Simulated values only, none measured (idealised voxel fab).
voxel quadruple lines: a process module
Square cell edge 5 nm, section width 290 nm, ID cut.
Cross-section spec: square-cell grid; bands listed top down; each band is one or more rows.
The entry gives the band's vertical extent as a top height and a bottom height in nm, then its horizontal make-up as materials from left to right, each with a width in nm. "blank" stands for empty space; a single material marked "full width" fills the band edge to edge.
Below 0: as-received wafer, all one material; heights counted from there. Lowest band: no bottom, goes on down, written "0 down".
Top row gets the first number, bottom row gets the second, and each row in between changes by the same step: that is how a band width like "30 to 40" works.
"stayed the same", as given for a step, is the statement that not any cell of the cross-section underwent a change during that step.
Entrapped void list: empty space of 8 cells or more with no open way to the top, each as width x height at its distance from the left edge, in nm
Text after the settings on a step's line: the simulator's own remark on that step.
On any step carrying a mask, the "overlay nm" setting, if present on the step's line, tells how far right of its planned place the mask lay; negative values point to the left.
Layout of what follows: cross-section pairs, each bracketing one process step, the after cross-section shown only to the lowest band that changed, the step between and its settings noted under each pair. Pairs may originate in different runs of this module on the same starting wafer; a pair continues from the pair above only where its entry headed "Before processing step" says so.

-- Before processing step
> 0 down = Si full width
> Entrapped void list: none

-- Sectional Result
> 10 to 0 = Al2O3 full width
> Heights below 0 show no change.
> Entrapped void list: none
The before and after cross-sections above are linked by CONFORMAL_DEP, material Al2O3, thk nm 10

Before processing step: look at the pair above, its after cross-section is where this step starts.

-- Sectional Result
> 25 to 10 = Ru full width
> Heights below 10 show no change.
> Entrapped void list: none
The before and after cross-sections above are linked by DIRECTIONAL_DEP, material Ru, thk nm 15

Before processing step: look at the pair above, its after cross-section is where this step starts.

-- Sectional Result
> 45 to 25 = polySi full width
> Heights below 25 show no change.
> Entrapped void list: none
The before and after cross-sections above are linked by DIRECTIONAL_DEP, material polySi, thk nm 20

Before processing step: look at the pair above, its after cross-section is where this step starts.

-- Sectional Result
> 65 to 45 = aC full width
> Heights below 45 show no change.
> Entrapped void list: none
The before and after cross-sections above are linked by DIRECTIONAL_DEP, material aC, thk nm 20

Before processing step: look at the pair above, its after cross-section is where this step starts.

-- Sectional Result
> 95 to 65 = 130 blank, 25 resist, 135 blank
> Heights below 65 show no change.
> Entrapped void list: none
The before and after cross-sections above are linked by PATTERN, tone cover, mask id MANDREL, material resist, width nm 25, thk nm 30, overlay nm 0

Before processing step: look at the pair above, its after cross-section is where this step starts.

-- Sectional Result
> 75 to 65 = 130 blank, 25 resist, 135 blank
> 65 to 45 = 130 blank, 25 aC, 135 blank
> Heights below 45 show no change.
> Entrapped void list: none
The before and after cross-sections above are linked by DIRECTIONAL_ETCH, etch materials aC, depth nm 20

Before processing step: look at the pair above, its after cross-section is where this step starts.

-- Sectional Result
> 65 to 45 = 130 blank, 25 aC, 135 blank
> Heights below 45 show no change.
> Entrapped void list: none
The before and after cross-sections above are linked by STRIP, etch materials resist

Before processing step: look at the pair above, its after cross-section is where this step starts.

-- Sectional Result
> 80 to 65 = 115 blank, 55 SiO2, 120 blank
> 65 to 60 = 115 blank, 15 SiO2, 25 aC, 15 SiO2, 120 blank
> 60 to 45 = 130 SiO2, 25 aC, 135 SiO2
> Heights below 45 show no change.
> Entrapped void list: none
The before and after cross-sections above are linked by CONFORMAL_DEP, material SiO2, thk nm 15

Before processing step: look at the pair above, its after cross-section is where this step starts.

-- Sectional Result
> 65 to 45 = 115 blank, 15 SiO2, 25 aC, 15 SiO2, 120 blank
> Heights below 45 show no change.
> Entrapped void list: none
The before and after cross-sections above are linked by DIRECTIONAL_ETCH, etch materials SiO2, depth nm 15

Before processing step: look at the pair above, its after cross-section is where this step starts.

-- Sectional Result
> 65 to 45 = 115 blank, 15 SiO2, 25 blank, 15 SiO2, 120 blank
> Heights below 45 show no change.
> Entrapped void list: none
The before and after cross-sections above are linked by STRIP, etch materials aC

Before processing step: look at the pair above, its after cross-section is where this step starts.

-- Sectional Result
> 65 to 45 = 115 blank, 15 SiO2, 25 blank, 15 SiO2, 120 blank
> 45 to 25 = 115 blank, 15 polySi, 25 blank, 15 polySi, 120 blank
> Heights below 25 show no change.
> Entrapped void list: none
The before and after cross-sections above are linked by DIRECTIONAL_ETCH, etch materials polySi, depth nm 20

Before processing step: look at the pair above, its after cross-section is where this step starts.

-- Sectional Result
> 45 to 25 = 115 blank, 15 polySi, 25 blank, 15 polySi, 120 blank
> Heights below 25 show no change.
> Entrapped void list: none
The before and after cross-sections above are linked by STRIP, etch materials SiO2

Before processing step: look at the pair above, its after cross-section is where this step starts.

-- Sectional Result
> 50 to 45 = 110 blank, 25 SiN, 15 blank, 25 SiN, 115 blank
> 45 to 30 = 110 blank, 5 SiN, 15 polySi, 5 SiN, 15 blank, 5 SiN, 15 polySi, 5 SiN, 115 blank
> 30 to 25 = 115 SiN, 15 polySi, 25 SiN, 15 polySi, 120 SiN
> Heights below 25 show no change.
> Entrapped void list: none
The before and after cross-sections above are linked by CONFORMAL_DEP, material SiN, thk nm 5

Before processing step: look at the pair above, its after cross-section is where this step starts.

-- Sectional Result
> 45 to 25 = 110 blank, 5 SiN, 15 polySi, 5 SiN, 15 blank, 5 SiN, 15 polySi, 5 SiN, 115 blank
> Heights below 25 show no change.
> Entrapped void list: none
The before and after cross-sections above are linked by DIRECTIONAL_ETCH, etch materials SiN, depth nm 5

Before processing step: look at the pair above, its after cross-section is where this step starts.

-- Sectional Result
> 45 to 25 = 110 blank, 5 SiN, 15 blank, 5 SiN, 15 blank, 5 SiN, 15 blank, 5 SiN, 115 blank
> Heights below 25 show no change.
> Entrapped void list: none
The before and after cross-sections above are linked by STRIP, etch materials polySi

Before processing step: look at the pair above, its after cross-section is where this step starts.

-- Sectional Result
> 45 to 25 = 110 blank, 5 SiN, 15 blank, 5 SiN, 15 blank, 5 SiN, 15 blank, 5 SiN, 115 blank
> 25 to 10 = 110 blank, 5 Ru, 15 blank, 5 Ru, 15 blank, 5 Ru, 15 blank, 5 Ru, 115 blank
> Heights below 10 show no change.
> Entrapped void list: none
The before and after cross-sections above are linked by DIRECTIONAL_ETCH, etch materials Ru, depth nm 15

Before processing step: look at the pair above, its after cross-section is where this step starts.

-- Sectional Result
> 25 to 10 = 110 blank, 5 Ru, 15 blank, 5 Ru, 15 blank, 5 Ru, 15 blank, 5 Ru, 115 blank
> Heights below 10 show no change.
> Entrapped void list: none
The before and after cross-sections above are linked by STRIP, etch materials SiN

Before processing step: look at the pair above, its after cross-section is where this step starts.

-- Sectional Result
> 30 to 25 = lowk full width
> 25 to 10 = 110 lowk, 5 Ru, 15 lowk, 5 Ru, 15 lowk, 5 Ru, 15 lowk, 5 Ru, 115 lowk
> Heights below 10 show no change.
> Entrapped void list: none
The before and after cross-sections above are linked by FILL_DEP, material lowk, thk nm 5

Before processing step: look at the pair above, its after cross-section is where this step starts.

-- Sectional Result
> 25 to 10 = 110 lowk, 5 Ru, 15 lowk, 5 Ru, 15 lowk, 5 Ru, 15 lowk, 5 Ru, 115 lowk
> Heights below 10 show no change.
> Entrapped void list: none
The before and after cross-sections above are linked by CMP, height nm 25

-- Before processing step
> 75 to 65 = 130 blank, 25 resist, 135 blank
> 65 to 45 = 130 blank, 25 aC, 135 blank
> 45 to 25 = polySi full width
> 25 to 10 = Ru full width
> 10 to 0 = Al2O3 full width
> 0 down = Si full width
> Entrapped void list: none

-- Sectional Result
> 90 to 75 = 115 blank, 55 SiO2, 120 blank
> 75 to 65 = 115 blank, 15 SiO2, 25 resist, 15 SiO2, 120 blank
> 65 to 60 = 115 blank, 15 SiO2, 25 aC, 15 SiO2, 120 blank
> 60 to 45 = 130 SiO2, 25 aC, 135 SiO2
> Heights below 45 show no change.
> Entrapped void list: none
The before and after cross-sections above are linked by CONFORMAL_DEP, material SiO2, thk nm 15

Before processing step: look at the pair above, its after cross-section is where this step starts.

-- Sectional Result
> 75 to 65 = 115 blank, 15 SiO2, 25 resist, 15 SiO2, 120 blank
> 65 to 45 = 115 blank, 15 SiO2, 25 aC, 15 SiO2, 120 blank
> Heights below 45 show no change.
> Entrapped void list: none
The before and after cross-sections above are linked by DIRECTIONAL_ETCH, etch materials SiO2, depth nm 15

Before processing step: look at the pair above, its after cross-section is where this step starts.

-- Sectional Result
> 75 to 45 = 115 blank, 15 SiO2, 25 blank, 15 SiO2, 120 blank
> Heights below 45 show no change.
> Entrapped void list: none
The before and after cross-sections above are linked by STRIP, etch materials aC

Before processing step: look at the pair above, its after cross-section is where this step starts.

-- Sectional Result
> 75 to 45 = 115 blank, 15 SiO2, 25 blank, 15 SiO2, 120 blank
> 45 to 25 = 115 blank, 15 polySi, 25 blank, 15 polySi, 120 blank
> Heights below 25 show no change.
> Entrapped void list: none
The before and after cross-sections above are linked by DIRECTIONAL_ETCH, etch materials polySi, depth nm 20

Before processing step: look at the pair above, its after cross-section is where this step starts.

-- Sectional Result
> 45 to 25 = 115 blank, 15 polySi, 25 blank, 15 polySi, 120 blank
> Heights below 25 show no change.
> Entrapped void list: none
The before and after cross-sections above are linked by STRIP, etch materials SiO2

-- Before processing step
> 45 to 25 = 110 blank, 5 SiN, 15 polySi, 5 SiN, 15 blank, 5 SiN, 15 polySi, 5 SiN, 115 blank
> 25 to 10 = Ru full width
> 10 to 0 = Al2O3 full width
> 0 down = Si full width
> Entrapped void list: none

-- Sectional Result
> 45 to 40 = 115 blank, 15 polySi, 25 blank, 15 polySi, 120 blank
> Heights below 40 show no change.
> Entrapped void list: none
The before and after cross-sections above are linked by DIRECTIONAL_ETCH, etch materials SiN, depth nm 5

Before processing step: look at the pair above, its after cross-section is where this step starts.

-- Sectional Result
> 40 to 25 = 110 blank, 5 SiN, 15 blank, 5 SiN, 15 blank, 5 SiN, 15 blank, 5 SiN, 115 blank
> Heights below 25 show no change.
> Entrapped void list: none
The before and after cross-sections above are linked by STRIP, etch materials polySi

Before processing step: look at the pair above, its after cross-section is where this step starts.

-- Sectional Result
> 40 to 25 = 110 blank, 5 SiN, 15 blank, 5 SiN, 15 blank, 5 SiN, 15 blank, 5 SiN, 115 blank
> 25 to 10 = 110 blank, 5 Ru, 15 blank, 5 Ru, 15 blank, 5 Ru, 15 blank, 5 Ru, 115 blank
> Heights below 10 show no change.
> Entrapped void list: none
The before and after cross-sections above are linked by DIRECTIONAL_ETCH, etch materials Ru, depth nm 15

Before processing step: look at the pair above, its after cross-section is where this step starts.

-- Sectional Result
> 25 to 10 = 110 blank, 5 Ru, 15 blank, 5 Ru, 15 blank, 5 Ru, 15 blank, 5 Ru, 115 blank
> Heights below 10 show no change.
> Entrapped void list: none
The before and after cross-sections above are linked by STRIP, etch materials SiN

-- Before processing step
> 0 down = Si full width
> Entrapped void list: none

-- Sectional Result
> 15 to 0 = Ru full width
> Heights below 0 show no change.
> Entrapped void list: none
The before and after cross-sections above are linked by DIRECTIONAL_DEP, material Ru, thk nm 15

Before processing step: look at the pair above, its after cross-section is where this step starts.

-- Sectional Result
> 25 to 15 = Al2O3 full width
> Heights below 15 show no change.
> Entrapped void list: none
The before and after cross-sections above are linked by CONFORMAL_DEP, material Al2O3, thk nm 10

Before processing step: look at the pair above, its after cross-section is where this step starts.

-- Sectional Result
> 45 to 25 = polySi full width
> Heights below 25 show no change.
> Entrapped void list: none
The before and after cross-sections above are linked by DIRECTIONAL_DEP, material polySi, thk nm 20

Before processing step: look at the pair above, its after cross-section is where this step starts.

-- Sectional Result
> 65 to 45 = aC full width
> Heights below 45 show no change.
> Entrapped void list: none
The before and after cross-sections above are linked by DIRECTIONAL_DEP, material aC, thk nm 20

Before processing step: look at the pair above, its after cross-section is where this step starts.

-- Sectional Result
> 95 to 65 = 130 blank, 25 resist, 135 blank
> Heights below 65 show no change.
> Entrapped void list: none
The before and after cross-sections above are linked by PATTERN, tone cover, mask id MANDREL, material resist, width nm 25, thk nm 30, overlay nm 0

Before processing step: look at the pair above, its after cross-section is where this step starts.

-- Sectional Result
> 75 to 65 = 130 blank, 25 resist, 135 blank
> 65 to 45 = 130 blank, 25 aC, 135 blank
> Heights below 45 show no change.
> Entrapped void list: none
The before and after cross-sections above are linked by DIRECTIONAL_ETCH, etch materials aC, depth nm 20

Before processing step: look at the pair above, its after cross-section is where this step starts.

-- Sectional Result
> 65 to 45 = 130 blank, 25 aC, 135 blank
> Heights below 45 show no change.
> Entrapped void list: none
The before and after cross-sections above are linked by STRIP, etch materials resist

Before processing step: look at the pair above, its after cross-section is where this step starts.

-- Sectional Result
> 80 to 65 = 115 blank, 55 SiO2, 120 blank
> 65 to 60 = 115 blank, 15 SiO2, 25 aC, 15 SiO2, 120 blank
> 60 to 45 = 130 SiO2, 25 aC, 135 SiO2
> Heights below 45 show no change.
> Entrapped void list: none
The before and after cross-sections above are linked by CONFORMAL_DEP, material SiO2, thk nm 15

Before processing step: look at the pair above, its after cross-section is where this step starts.

-- Sectional Result
> 65 to 45 = 115 blank, 15 SiO2, 25 aC, 15 SiO2, 120 blank
> Heights below 45 show no change.
> Entrapped void list: none
The before and after cross-sections above are linked by DIRECTIONAL_ETCH, etch materials SiO2, depth nm 15

Before processing step: look at the pair above, its after cross-section is where this step starts.

-- Sectional Result
> 65 to 45 = 115 blank, 15 SiO2, 25 blank, 15 SiO2, 120 blank
> Heights below 45 show no change.
> Entrapped void list: none
The before and after cross-sections above are linked by STRIP, etch materials aC

Before processing step: look at the pair above, its after cross-section is where this step starts.

-- Sectional Result
> 65 to 45 = 115 blank, 15 SiO2, 25 blank, 15 SiO2, 120 blank
> 45 to 25 = 115 blank, 15 polySi, 25 blank, 15 polySi, 120 blank
> Heights below 25 show no change.
> Entrapped void list: none
The before and after cross-sections above are linked by DIRECTIONAL_ETCH, etch materials polySi, depth nm 20

Before processing step: look at the pair above, its after cross-section is where this step starts.

-- Sectional Result
> 45 to 25 = 115 blank, 15 polySi, 25 blank, 15 polySi, 120 blank
> Heights below 25 show no change.
> Entrapped void list: none
The before and after cross-sections above are linked by STRIP, etch materials SiO2

Before processing step: look at the pair above, its after cross-section is where this step starts.

-- Sectional Result
> 50 to 45 = 110 blank, 25 SiN, 15 blank, 25 SiN, 115 blank
> 45 to 30 = 110 blank, 5 SiN, 15 polySi, 5 SiN, 15 blank, 5 SiN, 15 polySi, 5 SiN, 115 blank
> 30 to 25 = 115 SiN, 15 polySi, 25 SiN, 15 polySi, 120 SiN
> Heights below 25 show no change.
> Entrapped void list: none
The before and after cross-sections above are linked by CONFORMAL_DEP, material SiN, thk nm 5

Before processing step: look at the pair above, its after cross-section is where this step starts.

-- Sectional Result
> 45 to 25 = 110 blank, 5 SiN, 15 polySi, 5 SiN, 15 blank, 5 SiN, 15 polySi, 5 SiN, 115 blank
> Heights below 25 show no change.
> Entrapped void list: none
The before and after cross-sections above are linked by DIRECTIONAL_ETCH, etch materials SiN, depth nm 5

Before processing step: look at the pair above, its after cross-section is where this step starts.

-- Sectional Result
> 45 to 25 = 110 blank, 5 SiN, 15 blank, 5 SiN, 15 blank, 5 SiN, 15 blank, 5 SiN, 115 blank
> Heights below 25 show no change.
> Entrapped void list: none
The before and after cross-sections above are linked by STRIP, etch materials polySi

Before processing step: look at the pair above, its after cross-section is where this step starts.

-- Sectional Result
> 25 to 15 = Al2O3 full width
> Heights below 15 show no change.
> Entrapped void list: none
The before and after cross-sections above are linked by STRIP, etch materials SiN

Before processing step: look at the pair above, its after cross-section is where this step starts.

-- Sectional Result
> 30 to 25 = lowk full width
> Heights below 25 show no change.
> Entrapped void list: none
The before and after cross-sections above are linked by FILL_DEP, material lowk, thk nm 5

Before processing step: look at the pair above, its after cross-section is where this step starts.

-- Sectional Result
> 25 to 15 = Al2O3 full width
> Heights below 15 show no change.
> Entrapped void list: none
The before and after cross-sections above are linked by CMP, height nm 25

-- Before processing step
> 10 to 0 = Al2O3 full width
> 0 down = Si full width
> Entrapped void list: none

-- Sectional Result
> 20 to 10 = Ru full width
> Heights below 10 show no change.
> Entrapped void list: none
The before and after cross-sections above are linked by DIRECTIONAL_DEP, material Ru, thk nm 10

Before processing step: look at the pair above, its after cross-section is where this step starts.

-- Sectional Result
> 40 to 20 = polySi full width
> Heights below 20 show no change.
> Entrapped void list: none
The before and after cross-sections above are linked by DIRECTIONAL_DEP, material polySi, thk nm 20

Before processing step: look at the pair above, its after cross-section is where this step starts.

-- Sectional Result
> 60 to 40 = aC full width
> Heights below 40 show no change.
> Entrapped void list: none
The before and after cross-sections above are linked by DIRECTIONAL_DEP, material aC, thk nm 20

Before processing step: look at the pair above, its after cross-section is where this step starts.

-- Sectional Result
> 90 to 60 = 130 blank, 25 resist, 135 blank
> Heights below 60 show no change.
> Entrapped void list: none
The before and after cross-sections above are linked by PATTERN, tone cover, mask id MANDREL, material resist, width nm 25, thk nm 30, overlay nm 0

Before processing step: look at the pair above, its after cross-section is where this step starts.

-- Sectional Result
> 70 to 60 = 130 blank, 25 resist, 135 blank
> 60 to 40 = 130 blank, 25 aC, 135 blank
> Heights below 40 show no change.
> Entrapped void list: none
The before and after cross-sections above are linked by DIRECTIONAL_ETCH, etch materials aC, depth nm 20

Before processing step: look at the pair above, its after cross-section is where this step starts.

-- Sectional Result
> 60 to 40 = 130 blank, 25 aC, 135 blank
> Heights below 40 show no change.
> Entrapped void list: none
The before and after cross-sections above are linked by STRIP, etch materials resist

Before processing step: look at the pair above, its after cross-section is where this step starts.

-- Sectional Result
> 75 to 60 = 115 blank, 55 SiO2, 120 blank
> 60 to 55 = 115 blank, 15 SiO2, 25 aC, 15 SiO2, 120 blank
> 55 to 40 = 130 SiO2, 25 aC, 135 SiO2
> Heights below 40 show no change.
> Entrapped void list: none
The before and after cross-sections above are linked by CONFORMAL_DEP, material SiO2, thk nm 15

Before processing step: look at the pair above, its after cross-section is where this step starts.

-- Sectional Result
> 60 to 40 = 115 blank, 15 SiO2, 25 aC, 15 SiO2, 120 blank
> Heights below 40 show no change.
> Entrapped void list: none
The before and after cross-sections above are linked by DIRECTIONAL_ETCH, etch materials SiO2, depth nm 15

Before processing step: look at the pair above, its after cross-section is where this step starts.

-- Sectional Result
> 60 to 40 = 115 blank, 15 SiO2, 25 blank, 15 SiO2, 120 blank
> Heights below 40 show no change.
> Entrapped void list: none
The before and after cross-sections above are linked by STRIP, etch materials aC

Before processing step: look at the pair above, its after cross-section is where this step starts.

-- Sectional Result
> 60 to 40 = 115 blank, 15 SiO2, 25 blank, 15 SiO2, 120 blank
> 40 to 20 = 115 blank, 15 polySi, 25 blank, 15 polySi, 120 blank
> Heights below 20 show no change.
> Entrapped void list: none
The before and after cross-sections above are linked by DIRECTIONAL_ETCH, etch materials polySi, depth nm 20

Before processing step: look at the pair above, its after cross-section is where this step starts.

-- Sectional Result
> 40 to 20 = 115 blank, 15 polySi, 25 blank, 15 polySi, 120 blank
> Heights below 20 show no change.
> Entrapped void list: none
The before and after cross-sections above are linked by STRIP, etch materials SiO2

Before processing step: look at the pair above, its after cross-section is where this step starts.

-- Sectional Result
> 45 to 40 = 110 blank, 25 SiN, 15 blank, 25 SiN, 115 blank
> 40 to 25 = 110 blank, 5 SiN, 15 polySi, 5 SiN, 15 blank, 5 SiN, 15 polySi, 5 SiN, 115 blank
> 25 to 20 = 115 SiN, 15 polySi, 25 SiN, 15 polySi, 120 SiN
> Heights below 20 show no change.
> Entrapped void list: none
The before and after cross-sections above are linked by CONFORMAL_DEP, material SiN, thk nm 5

Before processing step: look at the pair above, its after cross-section is where this step starts.

-- Sectional Result
> 40 to 20 = 110 blank, 5 SiN, 15 polySi, 5 SiN, 15 blank, 5 SiN, 15 polySi, 5 SiN, 115 blank
> Heights below 20 show no change.
> Entrapped void list: none
The before and after cross-sections above are linked by DIRECTIONAL_ETCH, etch materials SiN, depth nm 5

Before processing step: look at the pair above, its after cross-section is where this step starts.

-- Sectional Result
> 40 to 20 = 110 blank, 5 SiN, 15 blank, 5 SiN, 15 blank, 5 SiN, 15 blank, 5 SiN, 115 blank
> Heights below 20 show no change.
> Entrapped void list: none
The before and after cross-sections above are linked by STRIP, etch materials polySi

Before processing step: look at the pair above, its after cross-section is where this step starts.

-- Sectional Result
> 40 to 20 = 110 blank, 5 SiN, 15 blank, 5 SiN, 15 blank, 5 SiN, 15 blank, 5 SiN, 115 blank
> 20 to 10 = 110 blank, 5 Ru, 15 blank, 5 Ru, 15 blank, 5 Ru, 15 blank, 5 Ru, 115 blank
> Heights below 10 show no change.
> Entrapped void list: none
The before and after cross-sections above are linked by DIRECTIONAL_ETCH, etch materials Ru, depth nm 15

Before processing step: look at the pair above, its after cross-section is where this step starts.

-- Sectional Result
> 20 to 10 = 110 blank, 5 Ru, 15 blank, 5 Ru, 15 blank, 5 Ru, 15 blank, 5 Ru, 115 blank
> Heights below 10 show no change.
> Entrapped void list: none
The before and after cross-sections above are linked by STRIP, etch materials SiN

Before processing step: look at the pair above, its after cross-section is where this step starts.

-- Sectional Result
> 25 to 20 = lowk full width
> 20 to 10 = 110 lowk, 5 Ru, 15 lowk, 5 Ru, 15 lowk, 5 Ru, 15 lowk, 5 Ru, 115 lowk
> Heights below 10 show no change.
> Entrapped void list: none
The before and after cross-sections above are linked by FILL_DEP, material lowk, thk nm 5

-- Before processing step
> 65 to 45 = aC full width
> 45 to 25 = polySi full width
> 25 to 10 = Ru full width
> 10 to 0 = Al2O3 full width
> 0 down = Si full width
> Entrapped void list: none

-- Sectional Result
> 95 to 65 = 130 blank, 30 resist, 130 blank
> Heights below 65 show no change.
> Entrapped void list: none
The before and after cross-sections above are linked by PATTERN, tone cover, mask id MANDREL, material resist, width nm 30, thk nm 30, overlay nm 0

Before processing step: look at the pair above, its after cross-section is where this step starts.

-- Sectional Result
> 75 to 65 = 130 blank, 30 resist, 130 blank
> 65 to 45 = 130 blank, 30 aC, 130 blank
> Heights below 45 show no change.
> Entrapped void list: none
The before and after cross-sections above are linked by DIRECTIONAL_ETCH, etch materials aC, depth nm 20

Before processing step: look at the pair above, its after cross-section is where this step starts.

-- Sectional Result
> 65 to 45 = 130 blank, 30 aC, 130 blank
> Heights below 45 show no change.
> Entrapped void list: none
The before and after cross-sections above are linked by STRIP, etch materials resist

Before processing step: look at the pair above, its after cross-section is where this step starts.

-- Sectional Result
> 80 to 65 = 115 blank, 60 SiO2, 115 blank
> 65 to 60 = 115 blank, 15 SiO2, 30 aC, 15 SiO2, 115 blank
> 60 to 45 = 130 SiO2, 30 aC, 130 SiO2
> Heights below 45 show no change.
> Entrapped void list: none
The before and after cross-sections above are linked by CONFORMAL_DEP, material SiO2, thk nm 15

Before processing step: look at the pair above, its after cross-section is where this step starts.

-- Sectional Result
> 65 to 45 = 115 blank, 15 SiO2, 30 aC, 15 SiO2, 115 blank
> Heights below 45 show no change.
> Entrapped void list: none
The before and after cross-sections above are linked by DIRECTIONAL_ETCH, etch materials SiO2, depth nm 15

Before processing step: look at the pair above, its after cross-section is where this step starts.

-- Sectional Result
> 65 to 45 = 115 blank, 15 SiO2, 30 blank, 15 SiO2, 115 blank
> Heights below 45 show no change.
> Entrapped void list: none
The before and after cross-sections above are linked by STRIP, etch materials aC

Before processing step: look at the pair above, its after cross-section is where this step starts.

-- Sectional Result
> 65 to 45 = 115 blank, 15 SiO2, 30 blank, 15 SiO2, 115 blank
> 45 to 25 = 115 blank, 15 polySi, 30 blank, 15 polySi, 115 blank
> Heights below 25 show no change.
> Entrapped void list: none
The before and after cross-sections above are linked by DIRECTIONAL_ETCH, etch materials polySi, depth nm 20

Before processing step: look at the pair above, its after cross-section is where this step starts.

-- Sectional Result
> 45 to 25 = 115 blank, 15 polySi, 30 blank, 15 polySi, 115 blank
> Heights below 25 show no change.
> Entrapped void list: none
The before and after cross-sections above are linked by STRIP, etch materials SiO2

Before processing step: look at the pair above, its after cross-section is where this step starts.

-- Sectional Result
> 50 to 45 = 110 blank, 25 SiN, 20 blank, 25 SiN, 110 blank
> 45 to 30 = 110 blank, 5 SiN, 15 polySi, 5 SiN, 20 blank, 5 SiN, 15 polySi, 5 SiN, 110 blank
> 30 to 25 = 115 SiN, 15 polySi, 30 SiN, 15 polySi, 115 SiN
> Heights below 25 show no change.
> Entrapped void list: none
The before and after cross-sections above are linked by CONFORMAL_DEP, material SiN, thk nm 5

Before processing step: look at the pair above, its after cross-section is where this step starts.

-- Sectional Result
> 45 to 25 = 110 blank, 5 SiN, 15 polySi, 5 SiN, 20 blank, 5 SiN, 15 polySi, 5 SiN, 110 blank
> Heights below 25 show no change.
> Entrapped void list: none
The before and after cross-sections above are linked by DIRECTIONAL_ETCH, etch materials SiN, depth nm 5

Before processing step: look at the pair above, its after cross-section is where this step starts.

-- Sectional Result
> 45 to 25 = 110 blank, 5 SiN, 15 blank, 5 SiN, 20 blank, 5 SiN, 15 blank, 5 SiN, 110 blank
> Heights below 25 show no change.
> Entrapped void list: none
The before and after cross-sections above are linked by STRIP, etch materials polySi

Before processing step: look at the pair above, its after cross-section is where this step starts.

-- Sectional Result
> 45 to 25 = 110 blank, 5 SiN, 15 blank, 5 SiN, 20 blank, 5 SiN, 15 blank, 5 SiN, 110 blank
> 25 to 10 = 110 blank, 5 Ru, 15 blank, 5 Ru, 20 blank, 5 Ru, 15 blank, 5 Ru, 110 blank
> Heights below 10 show no change.
> Entrapped void list: none
The before and after cross-sections above are linked by DIRECTIONAL_ETCH, etch materials Ru, depth nm 15

Before processing step: look at the pair above, its after cross-section is where this step starts.

-- Sectional Result
> 25 to 10 = 110 blank, 5 Ru, 15 blank, 5 Ru, 20 blank, 5 Ru, 15 blank, 5 Ru, 110 blank
> Heights below 10 show no change.
> Entrapped void list: none
The before and after cross-sections above are linked by STRIP, etch materials SiN

Before processing step: look at the pair above, its after cross-section is where this step starts.

-- Sectional Result
> 30 to 25 = lowk full width
> 25 to 10 = 110 lowk, 5 Ru, 15 lowk, 5 Ru, 20 lowk, 5 Ru, 15 lowk, 5 Ru, 110 lowk
> Heights below 10 show no change.
> Entrapped void list: none
The before and after cross-sections above are linked by FILL_DEP, material lowk, thk nm 5

Before processing step: look at the pair above, its after cross-section is where this step starts.

-- Sectional Result
> 25 to 10 = 110 lowk, 5 Ru, 15 lowk, 5 Ru, 20 lowk, 5 Ru, 15 lowk, 5 Ru, 110 lowk
> Heights below 10 show no change.
> Entrapped void list: none
The before and after cross-sections above are linked by CMP, height nm 25

-- Before processing step
> 65 to 45 = aC full width
> 45 to 25 = polySi full width
> 25 to 10 = Ru full width
> 10 to 0 = Al2O3 full width
> 0 down = Si full width
> Entrapped void list: none

-- Sectional Result
> 95 to 65 = 140 blank, 25 resist, 125 blank
> Heights below 65 show no change.
> Entrapped void list: none
The before and after cross-sections above are linked by PATTERN, tone cover, mask id MANDREL, material resist, width nm 25, thk nm 30, overlay nm 10

Before processing step: look at the pair above, its after cross-section is where this step starts.

-- Sectional Result
> 75 to 65 = 140 blank, 25 resist, 125 blank
> 65 to 45 = 140 blank, 25 aC, 125 blank
> Heights below 45 show no change.
> Entrapped void list: none
The before and after cross-sections above are linked by DIRECTIONAL_ETCH, etch materials aC, depth nm 20

Before processing step: look at the pair above, its after cross-section is where this step starts.

-- Sectional Result
> 65 to 45 = 140 blank, 25 aC, 125 blank
> Heights below 45 show no change.
> Entrapped void list: none
The before and after cross-sections above are linked by STRIP, etch materials resist

Before processing step: look at the pair above, its after cross-section is where this step starts.

-- Sectional Result
> 80 to 65 = 125 blank, 55 SiO2, 110 blank
> 65 to 60 = 125 blank, 15 SiO2, 25 aC, 15 SiO2, 110 blank
> 60 to 45 = 140 SiO2, 25 aC, 125 SiO2
> Heights below 45 show no change.
> Entrapped void list: none
The before and after cross-sections above are linked by CONFORMAL_DEP, material SiO2, thk nm 15

Before processing step: look at the pair above, its after cross-section is where this step starts.

-- Sectional Result
> 65 to 45 = 125 blank, 15 SiO2, 25 aC, 15 SiO2, 110 blank
> Heights below 45 show no change.
> Entrapped void list: none
The before and after cross-sections above are linked by DIRECTIONAL_ETCH, etch materials SiO2, depth nm 15

Before processing step: look at the pair above, its after cross-section is where this step starts.

-- Sectional Result
> 65 to 45 = 125 blank, 15 SiO2, 25 blank, 15 SiO2, 110 blank
> Heights below 45 show no change.
> Entrapped void list: none
The before and after cross-sections above are linked by STRIP, etch materials aC

Before processing step: look at the pair above, its after cross-section is where this step starts.

-- Sectional Result
> 65 to 45 = 125 blank, 15 SiO2, 25 blank, 15 SiO2, 110 blank
> 45 to 25 = 125 blank, 15 polySi, 25 blank, 15 polySi, 110 blank
> Heights below 25 show no change.
> Entrapped void list: none
The before and after cross-sections above are linked by DIRECTIONAL_ETCH, etch materials polySi, depth nm 20

Before processing step: look at the pair above, its after cross-section is where this step starts.

-- Sectional Result
> 45 to 25 = 125 blank, 15 polySi, 25 blank, 15 polySi, 110 blank
> Heights below 25 show no change.
> Entrapped void list: none
The before and after cross-sections above are linked by STRIP, etch materials SiO2

Before processing step: look at the pair above, its after cross-section is where this step starts.

-- Sectional Result
> 50 to 45 = 120 blank, 25 SiN, 15 blank, 25 SiN, 105 blank
> 45 to 30 = 120 blank, 5 SiN, 15 polySi, 5 SiN, 15 blank, 5 SiN, 15 polySi, 5 SiN, 105 blank
> 30 to 25 = 125 SiN, 15 polySi, 25 SiN, 15 polySi, 110 SiN
> Heights below 25 show no change.
> Entrapped void list: none
The before and after cross-sections above are linked by CONFORMAL_DEP, material SiN, thk nm 5

Before processing step: look at the pair above, its after cross-section is where this step starts.

-- Sectional Result
> 45 to 25 = 120 blank, 5 SiN, 15 polySi, 5 SiN, 15 blank, 5 SiN, 15 polySi, 5 SiN, 105 blank
> Heights below 25 show no change.
> Entrapped void list: none
The before and after cross-sections above are linked by DIRECTIONAL_ETCH, etch materials SiN, depth nm 5

Before processing step: look at the pair above, its after cross-section is where this step starts.

-- Sectional Result
> 45 to 25 = 120 blank, 5 SiN, 15 blank, 5 SiN, 15 blank, 5 SiN, 15 blank, 5 SiN, 105 blank
> Heights below 25 show no change.
> Entrapped void list: none
The before and after cross-sections above are linked by STRIP, etch materials polySi
